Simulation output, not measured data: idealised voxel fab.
Presented below is a process module, voxel self aligned contacts.
295 nm wide, 5 nm square cells: that's cross-section cut.
Cross-section layout: square cells on a grid; listed as bands, top to bottom; a band spans one or more cell rows. Top height, bottom height, nm. Materials left to right, width each, nm. Single material + "all across" = fills band edge to edge. "air" = empty. Note: height 0 marks the level under which the wafer is uniformly one material as received. Lowest band unbounded below, written "0 -> down". Read "30..40" as a graded width: first number on top, second number at the bottom, same change between each pair of neighbouring rows. A step reported as "no modifications" is a step in which no cell of the cross-section changed. Voids not open to the top, 8 cells minimum: see "Closed void catalog". Written width x height at distance; distance is from the left edge; nm. The remark found on a step's line after its settings is issued by the simulator itself and pertains to that step. The "overlay nm" setting may appear on a step's line; for a step that uses a mask, it gives how far to the right of its planned position the mask lay, and a negative value indicates the left.

The planned process steps are enumerated hereunder
- 1: RECEIVE,material Si
- 2: OXIDIZE,depth nm 5
- 3: DIRECTIONAL_DEP,material polySi,thk nm 30
- 4: DIRECTIONAL_DEP,material SiN,thk nm 20
- 5: PATTERN,tone cover,mask id GATE,material resist,width nm 30,pitch nm 65,thk nm 15,overlay nm 0
- 6: DIRECTIONAL_ETCH,etch materials SiN,depth nm 20
- 7: DIRECTIONAL_ETCH,etch materials polySi,depth nm 30
- 8: STRIP,etch materials resist
- 9: CONFORMAL_DEP,material SiN,thk nm 5
- 10: DIRECTIONAL_ETCH,etch materials SiN,depth nm 5
- 11: FILL_DEP,material SiO2,thk nm 15
- 12: CMP,height nm 60
- 13: PATTERN,tone open,mask id CONTACT,material resist,width nm 45,thk nm 20,overlay nm 0
- 14: DIRECTIONAL_ETCH,etch materials SiO2,depth nm 65
- 15: STRIP,etch materials resist
- 16: CONFORMAL_DEP,material TiN,thk nm 5
- 17: FILL_DEP,material Ru,thk nm 10
- 18: CMP,height nm 60
- 19: CONFORMAL_DEP,material SiCN,thk nm 5

Incoming wafer, cross-sectional view, post step 1
  0 -> down | Si all across
  Closed void catalog: none

The first of the two wafers as seen in cross-section once the module was finished; processing followed the plan
  65 -> 60 | SiCN all across
  60 -> 50 | SiO2 125; TiN 5..15; Ru 35..15; TiN 5..15; SiO2 125
  50 -> 30 | SiO2 95; SiN 40; TiN 5; Ru 15; TiN 5; SiN 40; SiO2 95
  30 -> 0 | SiO2 95; SiN 5; polySi 30; SiN 5; TiN 5; Ru 15; TiN 5; SiN 5; polySi 30; SiN 5; SiO2 95
  0 -> -5 | SiO2 135; TiN 25; SiO2 135
  -5 -> down | Si all across
  Closed void catalog: none

What the second wafer looks like in cross-section once the module is done. Its start and its plan matched the first wafer's exactly; what differed was one mistake in how it was run
  65 -> 60 | SiCN all across
  60 -> 50 | SiO2 135; TiN 5; Ru 35..15; TiN 5..25; SiO2 115
  50 -> 30 | SiO2 95; SiN 40; TiN 5; Ru 15; TiN 5; SiN 40; SiO2 95
  30 -> 0 | SiO2 95; SiN 5; polySi 30; SiN 5; TiN 5; Ru 15; TiN 5; SiN 5; polySi 30; SiN 5; SiO2 95
  0 -> -5 | SiO2 135; TiN 25; SiO2 135
  -5 -> down | Si all across
  Closed void catalog: none
Heads up, the wafer didn't run the way we planned it: off-plan run, step 13, actual operation and settings PATTERN,tone open,mask id CONTACT,material resist,width nm 45,thk nm 20,overlay nm 10
The concluding comparison shows that, measured in cells, each material is equally abundant on both wafers, albeit at different positions.
